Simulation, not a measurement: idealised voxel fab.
The process module presented herein is designated voxel ribs on slabs.
This is section cut - it's 165 nm across, gridded in 5 nm square cells.
We lay out every cross-section as a grid of square cells and spell it out in bands from the top down, where one band means one or more rows of cells.
Each band's line starts with the height of the band's top and of its bottom, in nm. Then come its materials from left to right, each with its width in nm. One material with "everywhere" fills the band from edge to edge. "empty" is empty space.
For the purposes of this specification, 0 denotes the height below which the wafer in its as-received condition is composed wholly of one material, and the lowermost band, lacking a lower limit, extends downward without end, as expressed in "0..down".
It should be noted that a width expressed as "30 to 40" varies in equal increments from row to row of cells within the band, taking the value of the first number at the top row and that of the second number at the bottom row.
"left unchanged" means the step left every cell of the cross-section as it was.
Look at "Catalogued sealed voids" for the closed voids: empty spaces with no open path to the top, sized 8 cells or up. Each is width x height at distance, distance from the left edge, all nm.
On each step's line, the part that comes after the settings is the simulator's own comment on the step.
overlay nm: how far to the right of its planned place the mask lay on this masked step (negative: to the left).
# plan
1) RECEIVE with material Si
2) DIRECTIONAL_DEP with material SiO2, thk nm 20
3) DIRECTIONAL_DEP with material SiN, thk nm 20
4) PATTERN with tone cover, mask id RIB, material resist, width nm 30, thk nm 15, overlay nm 0
5) DIRECTIONAL_ETCH with etch materials SiN, depth nm 5
6) STRIP with etch materials resist
7) PATTERN with tone cover, mask id SLAB, material resist, width nm 70, thk nm 20, overlay nm 0
8) DIRECTIONAL_ETCH with etch materials SiN, depth nm 15
9) STRIP with etch materials resist
10) FILL_DEP with material SiO2, thk nm 25
11) CMP with height nm 60
12) DIRECTIONAL_DEP with material W, thk nm 5
13) PATTERN with tone cover, mask id HEATER, material resist, width nm 40, thk nm 15, overlay nm 0
14) DIRECTIONAL_ETCH with etch materials W, depth nm 5
15) STRIP with etch materials resist
16) CONFORMAL_DEP with material SiN, thk nm 5
# first wafer, as planned
# This is the cross-section of the wafer as we received it, i.e. after step 1
* 0..down  Si everywhere
* Catalogued sealed voids: none
# Cross-sectional representation of the wafer at the conclusion of step 2
* 20..0  SiO2 everywhere
* Everything under 0 stays put, no change at all.
# Cross-sectional representation of the wafer at the conclusion of step 3
* 40..20  SiN everywhere
* Everything under 20 stays put, no change at all.
# Cross-sectional representation of the wafer at the conclusion of step 4
* 55..40  empty=65  resist=30  empty=70
* Everything under 40 stays put, no change at all.
# Cross-sectional representation of the wafer at the conclusion of step 5
* 55..40  empty=65  resist=30  empty=70
* 40..35  empty=65  SiN=30  empty=70
* Everything under 35 stays put, no change at all.
# Cross-sectional representation of the wafer at the conclusion of step 6
* 40..35  empty=65  SiN=30  empty=70
* Everything under 35 stays put, no change at all.
# Cross-sectional representation of the wafer at the conclusion of step 7
* 60..40  empty=45  resist=70  empty=50
* 40..35  empty=45  resist=20  SiN=30  resist=20  empty=50
* Everything under 35 stays put, no change at all.
# Cross-sectional representation of the wafer at the conclusion of step 8
* 60..40  empty=45  resist=70  empty=50
* 40..35  empty=45  resist=20  SiN=30  resist=20  empty=50
* 35..20  empty=45  SiN=70  empty=50
* Everything under 20 stays put, no change at all.
# Cross-sectional representation of the wafer at the conclusion of step 9
* 40..35  empty=65  SiN=30  empty=70
* Everything under 35 stays put, no change at all.
# Cross-sectional representation of the wafer at the conclusion of step 10
* 65..40  SiO2 everywhere
* 40..35  SiO2=65  SiN=30  SiO2=70
* 35..20  SiO2=45  SiN=70  SiO2=50
* Everything under 20 stays put, no change at all.
# Cross-sectional representation of the wafer at the conclusion of step 11
* 60..40  SiO2 everywhere
* Everything under 40 stays put, no change at all.
# Cross-sectional representation of the wafer at the conclusion of step 12
* 65..60  W everywhere
* Everything under 60 stays put, no change at all.
# Cross-sectional representation of the wafer at the conclusion of step 13
* 80..65  empty=60  resist=40  empty=65
* Everything under 65 stays put, no change at all.
# Cross-sectional representation of the wafer at the conclusion of step 14
* 80..65  empty=60  resist=40  empty=65
* 65..60  empty=60  W=40  empty=65
* Everything under 60 stays put, no change at all.
# Cross-sectional representation of the wafer at the conclusion of step 15
* 65..60  empty=60  W=40  empty=65
* Everything under 60 stays put, no change at all.
# Cross-sectional representation of the wafer at the conclusion of step 16
* 70..65  empty=55  SiN=50  empty=60
* 65..60  SiN=60  W=40  SiN=65
* Everything under 60 stays put, no change at all.
# Okay, second wafer. Nothing different at the start, nothing different in the plan, just one mistake somewhere in the running. As far as step 15, counting that step, it's the first wafer all over again
# Here is the second wafer in cross-section at the point where step 16 of the plan should have been done
* 70..65  empty=55  SiO2=50  empty=60
* 65..60  SiO2=60  W=40  SiO2=65
* Everything under 60 stays put, no change at all.
It is concluded that the wafer was processed incorrectly with respect to the plan, in that note that step 16 departed from the planned setting and was carried out as CONFORMAL_DEP with material SiO2, thk nm 5
Final comparison by cell count, materials where the second wafer has more or fewer than the first: SiN -35; SiO2 +35
